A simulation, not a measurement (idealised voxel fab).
Proc. module: voxel released beams
Square cells of 5 nm make up the cross-section cut, whose width is 160 nm.
In this document a cross-section is written as a grid of square cells. It is given as a series of bands, listed from the top down, and a band is one or more rows of cells. The band entry comprises the height of the band's top followed by the height of its bottom, expressed in nm, and subsequently the band's materials from left to right, each stated together with its width in nm. Where a single material is marked with the word "edge to edge", that material fills the band from edge to edge. The word "empty" represents empty space. Counting heights begins at 0, where everything beneath is, in the wafer as received, one material. The lowest band has no bottom; it goes on downwards, as "from 0 down" shows. Graded width ("30->40"): value in top row of band = first number; value in bottom row = second number; row-to-row change constant. Where the words "no alteration" appear for a step, the cross-section shows no cell changed by that step; every cell remained as before. Voids not open to the top, 8 cells minimum: see "Closed void inventory". Written width x height at distance; distance is from the left edge; nm. Past the settings on a step's line: simulator remark, on that step. Among the settings permitted on a step's line is "overlay nm"; applied to a step with a mask, it specifies the extent to which the mask lay to the right of its planned position, whereas a negative figure signifies a position to the left.

# This section lists the process steps that were planned
| 1 | RECEIVE, material Si |
| 2 | CONFORMAL_DEP, material Al2O3, thk nm 5 |
| 3 | DIRECTIONAL_DEP, material SiO2, thk nm 20 |
| 4 | PATTERN, tone open, mask id ANCHOR, material resist, width nm 30, thk nm 15, overlay nm 0 |
| 5 | DIRECTIONAL_ETCH, etch materials SiO2, depth nm 20 |
| 6 | STRIP, etch materials resist |
| 7 | CONFORMAL_DEP, material SiN, thk nm 10 |
| 8 | PATTERN, tone cover, mask id BEAM, material resist, width nm 115, thk nm 20, overlay nm 0 |
| 9 | DIRECTIONAL_ETCH, etch materials SiN, depth nm 10 |
| 10 | STRIP, etch materials resist |
| 11 | STRIP, etch materials SiO2 |
The plan's step 2 thk nm is the first wafer's value; the wafers differ in this setting and start identical.

# Here's the first of the wafers in cross-section, just as we got it, i.e. after step 1
from 0 down  Si edge to edge
Closed void inventory: none

# first wafer at the end, after step 11
from 35 to 25  20 of empty | 15 of SiN | 10 of empty | 90 of SiN | 25 of empty
from 25 to 15  25 of empty | 10 of SiN | 10 of empty | 10 of SiN | 105 of empty
from 15 to 5  25 of empty | 30 of SiN | 105 of empty
from 5 to 0  Al2O3 edge to edge
from 0 down  Si edge to edge
Closed void inventory: none

# Sectional view of the last wafer upon completion of the module
from 55 to 45  20 of empty | 15 of SiN | 10 of empty | 90 of SiN | 25 of empty
from 45 to 35  25 of empty | 10 of SiN | 10 of empty | 10 of SiN | 105 of empty
from 35 to 25  25 of empty | 30 of SiN | 105 of empty
from 25 to 0  Al2O3 edge to edge
from 0 down  Si edge to edge
Closed void inventory: none

# Gained (+) or lost (-) cells of each material since receipt, then closed voids: one row per wafer, at the end of the module
thk nm 5; +32 Al2O3; +62 SiN; Closed void inventory: none
thk nm 10; +64 Al2O3; +62 SiN; Closed void inventory: none
thk nm 15; +96 Al2O3; +62 SiN; Closed void inventory: none
thk nm 20; +128 Al2O3; +62 SiN; Closed void inventory: none
thk nm 25; +160 Al2O3; +62 SiN; Closed void inventory: none
